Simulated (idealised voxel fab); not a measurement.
voxel capacitor over wiring: a process module
The figure presents cross-section cut, which has a width of 195 nm and is divided into square cells with an edge length of 5 nm.
Heads up, the way a cross-section reads in here is a grid of square cells, handed over as bands from the top down, with every band being one or more rows of cells. Quick guide to a band line: top height, bottom height (nm) up front; then every material left to right with its width in nm. Only one material and it's marked "everywhere"? Then it fills the band edge to edge. And "air" just means empty space. Measure heights from 0. That's the level where, below it, the as-received wafer is all one material. The lowest band is bottomless and extends downward; write it as in "top 0, no bottom". Per-row width for "30..40": begins at first number (top row of band), ends at second number (bottom row), increment between rows held constant. "remained the same" -> step changed no cross-section cell. In the "Fully enclosed voids" entry, you get each enclosed empty space of 8 cells or more, one with no open way to the top, written width x height at distance, distance from the left edge, in nm. Note: text after step settings on the step line = simulator remark on that step. overlay nm: step with mask; distance mask lay right of planned place; negative value = left of planned place.
This section lists the process steps that were planned:
- 1: RECEIVE,material Si
- 2: CONFORMAL_DEP,material SiO2,thk nm 10
- 3: CONFORMAL_DEP,material SiCN,thk nm 5
- 4: DIRECTIONAL_DEP,material SiO2,thk nm 20
- 5: PATTERN,tone open,mask id METAL_1,material resist,width nm 30,pitch nm 100,thk nm 15,overlay nm 0
- 6: DIRECTIONAL_ETCH,etch materials SiO2,depth nm 20
- 7: DIRECTIONAL_ETCH,etch materials SiCN,depth nm 5
- 8: STRIP,etch materials resist
- 9: CONFORMAL_DEP,material TiN,thk nm 5
- 10: FILL_DEP,material W,thk nm 5
- 11: CMP,height nm 35
- 12: EPI,material Ru,thk nm 5
- 13: FILL_DEP,material SiCN,thk nm 5
- 14: DIRECTIONAL_DEP,material lowk,thk nm 15
- 15: PATTERN,tone open,mask id PLUG_1,material resist,width nm 15,thk nm 15,overlay nm 0
- 16: DIRECTIONAL_ETCH,etch materials lowk,depth nm 15
- 17: DIRECTIONAL_ETCH,etch materials SiCN,depth nm 5
- 18: STRIP,etch materials resist
- 19: EPI,material Ru,thk nm 10
- 20: EPI,material Ru,thk nm 10
- 21: DIRECTIONAL_DEP,material TiN,thk nm 5
- 22: DIRECTIONAL_DEP,material Al2O3,thk nm 5
- 23: DIRECTIONAL_DEP,material TiN,thk nm 10
- 24: PATTERN,tone cover,mask id UPPER_PLATE,material resist,width nm 75,thk nm 20,overlay nm 0
- 25: DIRECTIONAL_ETCH,etch materials TiN,depth nm 10
- 26: DIRECTIONAL_ETCH,etch materials Al2O3,depth nm 5
- 27: STRIP,etch materials resist
- 28: PATTERN,tone cover,mask id LOWER_PLATE,material resist,width nm 85,thk nm 15,overlay nm 0
- 29: DIRECTIONAL_ETCH,etch materials TiN,depth nm 5
- 30: STRIP,etch materials resist
- 31: FILL_DEP,material SiO2,thk nm 20
- 32: CMP,height nm 95
- 33: DIRECTIONAL_DEP,material aC,thk nm 15
- 34: PATTERN,tone open,mask id PLUG_2,material resist,width nm 15,thk nm 30,overlay nm 0
- 35: DIRECTIONAL_ETCH,etch materials aC,depth nm 15
- 36: STRIP,etch materials resist
- 37: DIRECTIONAL_ETCH,etch materials SiO2,depth nm 15
- 38: STRIP,etch materials aC
- 39: CONFORMAL_DEP,material TiN,thk nm 5
- 40: FILL_DEP,material Cu,thk nm 10
- 41: CMP,height nm 95
- 42: CONFORMAL_DEP,material SiCN,thk nm 5
So, the first of our two wafers, run just as we planned it:
So this is the incoming wafer in cross-section - it's already been through step 1:
> top 0, no bottom = Si everywhere
> Fully enclosed voids: none
Take a look at the wafer's cross-section after step 2:
> top 10, bottom 0 = SiO2 everywhere
> Unchanged below 0.
Take a look at the wafer's cross-section after step 3:
> top 15, bottom 10 = SiCN everywhere
> Unchanged below 10.
Take a look at the wafer's cross-section after step 4:
> top 35, bottom 15 = SiO2 everywhere
> Unchanged below 15.
Take a look at the wafer's cross-section after step 5:
> top 50, bottom 35 = 30 resist | 30 air | 70 resist | 30 air | 35 resist
> Unchanged below 35.
Take a look at the wafer's cross-section after step 6:
> top 50, bottom 35 = 30 resist | 30 air | 70 resist | 30 air | 35 resist
> top 35, bottom 15 = 30 SiO2 | 30 air | 70 SiO2 | 30 air | 35 SiO2
> Unchanged below 15.
Take a look at the wafer's cross-section after step 7:
> top 50, bottom 35 = 30 resist | 30 air | 70 resist | 30 air | 35 resist
> top 35, bottom 15 = 30 SiO2 | 30 air | 70 SiO2 | 30 air | 35 SiO2
> top 15, bottom 10 = 30 SiCN | 30 air | 70 SiCN | 30 air | 35 SiCN
> Unchanged below 10.
Take a look at the wafer's cross-section after step 8:
> top 35, bottom 15 = 30 SiO2 | 30 air | 70 SiO2 | 30 air | 35 SiO2
> Unchanged below 15.
Take a look at the wafer's cross-section after step 9:
> top 40, bottom 35 = 35 TiN | 20 air | 80 TiN | 20 air | 40 TiN
> top 35, bottom 15 = 30 SiO2 | 5 TiN | 20 air | 5 TiN | 70 SiO2 | 5 TiN | 20 air | 5 TiN | 35 SiO2
> top 15, bottom 10 = 30 SiCN | 30 TiN | 70 SiCN | 30 TiN | 35 SiCN
> Unchanged below 10.
Take a look at the wafer's cross-section after step 10:
> top 45, bottom 40 = W everywhere
> top 40, bottom 35 = 35 TiN | 20 W | 80 TiN | 20 W | 40 TiN
> top 35, bottom 15 = 30 SiO2 | 5 TiN | 20 W | 5 TiN | 70 SiO2 | 5 TiN | 20 W | 5 TiN | 35 SiO2
> Unchanged below 15.
Take a look at the wafer's cross-section after step 11:
> top 35, bottom 15 = 30 SiO2 | 5 TiN | 20 W | 5 TiN | 70 SiO2 | 5 TiN | 20 W | 5 TiN | 35 SiO2
> Unchanged below 15.
Take a look at the wafer's cross-section after step 12:
> top 40, bottom 35 = 25 air | 40 Ru | 60 air | 40 Ru | 30 air
> Unchanged below 35.
Take a look at the wafer's cross-section after step 13:
> top 45, bottom 40 = SiCN everywhere
> top 40, bottom 35 = 25 SiCN | 40 Ru | 60 SiCN | 40 Ru | 30 SiCN
> Unchanged below 35.
Take a look at the wafer's cross-section after step 14:
> top 60, bottom 45 = lowk everywhere
> Unchanged below 45.
Take a look at the wafer's cross-section after step 15:
> top 75, bottom 60 = 45 resist | 15 air | 135 resist
> Unchanged below 60.
Take a look at the wafer's cross-section after step 16:
> top 75, bottom 60 = 45 resist | 15 air | 135 resist
> top 60, bottom 45 = 45 lowk | 15 air | 135 lowk
> Unchanged below 45.
Take a look at the wafer's cross-section after step 17:
> top 75, bottom 60 = 45 resist | 15 air | 135 resist
> top 60, bottom 45 = 45 lowk | 15 air | 135 lowk
> top 45, bottom 40 = 45 SiCN | 15 air | 135 SiCN
> Unchanged below 40.
Take a look at the wafer's cross-section after step 18:
> top 60, bottom 45 = 45 lowk | 15 air | 135 lowk
> Unchanged below 45.
Take a look at the wafer's cross-section after step 19:
> top 60, bottom 50 = 45 lowk | 15 air | 135 lowk
> top 50, bottom 45 = 45 lowk | 15 Ru | 135 lowk
> top 45, bottom 40 = 45 SiCN | 15 Ru | 135 SiCN
> Unchanged below 40.
Take a look at the wafer's cross-section after step 20:
> top 60, bottom 45 = 45 lowk | 15 Ru | 135 lowk
> Unchanged below 45.
Take a look at the wafer's cross-section after step 21:
> top 65, bottom 60 = TiN everywhere
> Unchanged below 60.
Take a look at the wafer's cross-section after step 22:
> top 70, bottom 65 = Al2O3 everywhere
> Unchanged below 65.
Take a look at the wafer's cross-section after step 23:
> top 80, bottom 70 = TiN everywhere
> Unchanged below 70.
Take a look at the wafer's cross-section after step 24:
> top 100, bottom 80 = 45 air | 75 resist | 75 air
> Unchanged below 80.
Take a look at the wafer's cross-section after step 25:
> top 100, bottom 80 = 45 air | 75 resist | 75 air
> top 80, bottom 70 = 45 air | 75 TiN | 75 air
> Unchanged below 70.
Take a look at the wafer's cross-section after step 26:
> top 100, bottom 80 = 45 air | 75 resist | 75 air
> top 80, bottom 70 = 45 air | 75 TiN | 75 air
> top 70, bottom 65 = 45 air | 75 Al2O3 | 75 air
> Unchanged below 65.
Take a look at the wafer's cross-section after step 27:
> top 80, bottom 70 = 45 air | 75 TiN | 75 air
> Unchanged below 70.
Take a look at the wafer's cross-section after step 28:
> top 95, bottom 80 = 40 air | 85 resist | 70 air
> top 80, bottom 70 = 40 air | 5 resist | 75 TiN | 5 resist | 70 air
> top 70, bottom 65 = 40 air | 5 resist | 75 Al2O3 | 5 resist | 70 air
> Unchanged below 65.
Take a look at the wafer's cross-section after step 29:
> top 95, bottom 80 = 40 air | 85 resist | 70 air
> top 80, bottom 70 = 40 air | 5 resist | 75 TiN | 5 resist | 70 air
> top 70, bottom 65 = 40 air | 5 resist | 75 Al2O3 | 5 resist | 70 air
> top 65, bottom 60 = 40 air | 85 TiN | 70 air
> Unchanged below 60.
Take a look at the wafer's cross-section after step 30:
> top 80, bottom 70 = 45 air | 75 TiN | 75 air
> top 70, bottom 65 = 45 air | 75 Al2O3 | 75 air
> Unchanged below 65.
Take a look at the wafer's cross-section after step 31:
> top 100, bottom 80 = SiO2 everywhere
> top 80, bottom 70 = 45 SiO2 | 75 TiN | 75 SiO2
> top 70, bottom 65 = 45 SiO2 | 75 Al2O3 | 75 SiO2
> top 65, bottom 60 = 40 SiO2 | 85 TiN | 70 SiO2
> Unchanged below 60.
Take a look at the wafer's cross-section after step 32:
> top 95, bottom 80 = SiO2 everywhere
> Unchanged below 80.
Take a look at the wafer's cross-section after step 33:
> top 110, bottom 95 = aC everywhere
> Unchanged below 95.
Take a look at the wafer's cross-section after step 34:
> top 140, bottom 110 = 55 resist | 15 air | 125 resist
> Unchanged below 110.
Take a look at the wafer's cross-section after step 35:
> top 125, bottom 110 = 55 resist | 15 air | 125 resist
> top 110, bottom 95 = 55 aC | 15 air | 125 aC
> Unchanged below 95.
Take a look at the wafer's cross-section after step 36:
> top 110, bottom 95 = 55 aC | 15 air | 125 aC
> Unchanged below 95.
Take a look at the wafer's cross-section after step 37:
> top 110, bottom 95 = 55 aC | 15 air | 125 aC
> top 95, bottom 80 = 55 SiO2 | 15 air | 125 SiO2
> Unchanged below 80.
Take a look at the wafer's cross-section after step 38:
> top 95, bottom 80 = 55 SiO2 | 15 air | 125 SiO2
> Unchanged below 80.
Take a look at the wafer's cross-section after step 39:
> top 100, bottom 95 = 60 TiN | 5 air | 130 TiN
> top 95, bottom 85 = 55 SiO2 | 5 TiN | 5 air | 5 TiN | 125 SiO2
> top 85, bottom 80 = 55 SiO2 | 15 TiN | 125 SiO2
> Unchanged below 80.
Take a look at the wafer's cross-section after step 40:
> top 110, bottom 100 = Cu everywhere
> top 100, bottom 95 = 60 TiN | 5 Cu | 130 TiN
> top 95, bottom 85 = 55 SiO2 | 5 TiN | 5 Cu | 5 TiN | 125 SiO2
> Unchanged below 85.
Take a look at the wafer's cross-section after step 41:
> top 95, bottom 85 = 55 SiO2 | 5 TiN | 5 Cu | 5 TiN | 125 SiO2
> Unchanged below 85.
Take a look at the wafer's cross-section after step 42:
> top 100, bottom 95 = SiCN everywhere
> Unchanged below 95.
Second wafer, same starting state and plan as the first, one mistake in the run, identical through step 18:
Second wafer, sectioned view, at step 20's planned end time:
> top 70, bottom 60 = 35 air | 35 Ru | 125 air
> top 60, bottom 45 = 45 lowk | 15 Ru | 135 lowk
> top 45, bottom 40 = 45 SiCN | 15 Ru | 135 SiCN
> Unchanged below 40.
Second wafer, sectioned view, at step 21's planned end time:
> top 75, bottom 70 = 35 air | 35 TiN | 125 air
> top 70, bottom 65 = 35 air | 35 Ru | 125 air
> top 65, bottom 60 = 35 TiN | 35 Ru | 125 TiN
> Unchanged below 60.
Second wafer, sectioned view, at step 22's planned end time:
> top 80, bottom 75 = 35 air | 35 Al2O3 | 125 air
> top 75, bottom 70 = 35 air | 35 TiN | 125 air
> top 70, bottom 65 = 35 Al2O3 | 35 Ru | 125 Al2O3
> Unchanged below 65.
Second wafer, sectioned view, at step 23's planned end time:
> top 90, bottom 80 = 35 air | 35 TiN | 125 air
> top 80, bottom 75 = 35 TiN | 35 Al2O3 | 125 TiN
> top 75, bottom 70 = TiN everywhere
> Unchanged below 70.
Second wafer, sectioned view, at step 24's planned end time:
> top 110, bottom 90 = 45 air | 75 resist | 75 air
> top 90, bottom 80 = 35 air | 35 TiN | 50 resist | 75 air
> Unchanged below 80.
Second wafer, sectioned view, at step 25's planned end time:
> top 110, bottom 90 = 45 air | 75 resist | 75 air
> top 90, bottom 80 = 45 air | 25 TiN | 50 resist | 75 air
> top 80, bottom 75 = 35 air | 35 Al2O3 | 50 TiN | 75 air
> top 75, bottom 70 = 35 air | 85 TiN | 75 air
> Unchanged below 70.
Second wafer, sectioned view, at step 26's planned end time:
> top 110, bottom 90 = 45 air | 75 resist | 75 air
> top 90, bottom 80 = 45 air | 25 TiN | 50 resist | 75 air
> top 80, bottom 75 = 45 air | 25 Al2O3 | 50 TiN | 75 air
> top 75, bottom 70 = 35 air | 85 TiN | 75 air
> top 70, bottom 65 = 35 air | 35 Ru | 50 Al2O3 | 75 air
> Unchanged below 65.
Second wafer, sectioned view, at step 27's planned end time:
> top 90, bottom 80 = 45 air | 25 TiN | 125 air
> Unchanged below 80.
Second wafer, sectioned view, at step 28's planned end time:
> top 105, bottom 90 = 40 air | 85 resist | 70 air
> top 90, bottom 80 = 40 air | 5 resist | 25 TiN | 55 resist | 70 air
> top 80, bottom 75 = 40 air | 5 resist | 25 Al2O3 | 50 TiN | 5 resist | 70 air
> top 75, bottom 70 = 35 air | 85 TiN | 5 resist | 70 air
> top 70, bottom 65 = 35 air | 35 Ru | 50 Al2O3 | 5 resist | 70 air
> Unchanged below 65.
Second wafer, sectioned view, at step 29's planned end time:
> top 105, bottom 90 = 40 air | 85 resist | 70 air
> top 90, bottom 80 = 40 air | 5 resist | 25 TiN | 55 resist | 70 air
> top 80, bottom 75 = 40 air | 5 resist | 25 Al2O3 | 50 TiN | 5 resist | 70 air
> top 75, bottom 70 = 40 air | 80 TiN | 5 resist | 70 air
> top 70, bottom 65 = 35 air | 35 Ru | 50 Al2O3 | 5 resist | 70 air
> top 65, bottom 60 = 35 air | 35 Ru | 55 TiN | 70 air
> Unchanged below 60.
Second wafer, sectioned view, at step 30's planned end time:
> top 90, bottom 80 = 45 air | 25 TiN | 125 air
> top 80, bottom 75 = 45 air | 25 Al2O3 | 50 TiN | 75 air
> top 75, bottom 70 = 40 air | 80 TiN | 75 air
> top 70, bottom 65 = 35 air | 35 Ru | 50 Al2O3 | 75 air
> Unchanged below 65.
Second wafer, sectioned view, at step 31's planned end time:
> top 110, bottom 90 = SiO2 everywhere
> top 90, bottom 80 = 45 SiO2 | 25 TiN | 125 SiO2
> top 80, bottom 75 = 45 SiO2 | 25 Al2O3 | 50 TiN | 75 SiO2
> top 75, bottom 70 = 40 SiO2 | 80 TiN | 75 SiO2
> top 70, bottom 65 = 35 SiO2 | 35 Ru | 50 Al2O3 | 75 SiO2
> top 65, bottom 60 = 35 SiO2 | 35 Ru | 55 TiN | 70 SiO2
> Unchanged below 60.
Second wafer, sectioned view, at step 32's planned end time:
> top 95, bottom 90 = SiO2 everywhere
> Unchanged below 90.
Second wafer, sectioned view, at step 33's planned end time:
> top 110, bottom 95 = aC everywhere
> Unchanged below 95.
Second wafer, sectioned view, at step 34's planned end time:
> top 140, bottom 110 = 55 resist | 15 air | 125 resist
> Unchanged below 110.
Second wafer, sectioned view, at step 35's planned end time:
> top 125, bottom 110 = 55 resist | 15 air | 125 resist
> top 110, bottom 95 = 55 aC | 15 air | 125 aC
> Unchanged below 95.
Second wafer, sectioned view, at step 36's planned end time:
> top 110, bottom 95 = 55 aC | 15 air | 125 aC
> Unchanged below 95.
Second wafer, sectioned view, at step 37's planned end time:
> top 110, bottom 95 = 55 aC | 15 air | 125 aC
> top 95, bottom 90 = 55 SiO2 | 15 air | 125 SiO2
> Unchanged below 90.
Second wafer, sectioned view, at step 38's planned end time:
> top 95, bottom 90 = 55 SiO2 | 15 air | 125 SiO2
> Unchanged below 90.
Second wafer, sectioned view, at step 39's planned end time:
> top 100, bottom 95 = 60 TiN | 5 air | 130 TiN
> top 95, bottom 90 = 55 SiO2 | 15 TiN | 125 SiO2
> Unchanged below 90.
Second wafer, sectioned view, at step 40's planned end time:
> top 110, bottom 100 = Cu everywhere
> top 100, bottom 95 = 60 TiN | 5 Cu | 130 TiN
> Unchanged below 95.
Second wafer, sectioned view, at step 41's planned end time:
> top 95, bottom 90 = 55 SiO2 | 15 TiN | 125 SiO2
> Unchanged below 90.
Second wafer, sectioned view, at step 42's planned end time:
> top 100, bottom 95 = SiCN everywhere
> Unchanged below 95.
Against the plan, the run slipped here: one of 19 and 20, all the same step, was done twice; can't tell which
Final comparison by cell count, materials where the second wafer has more or fewer than the first: Cu -2; Ru +14; SiO2 -8; TiN -4
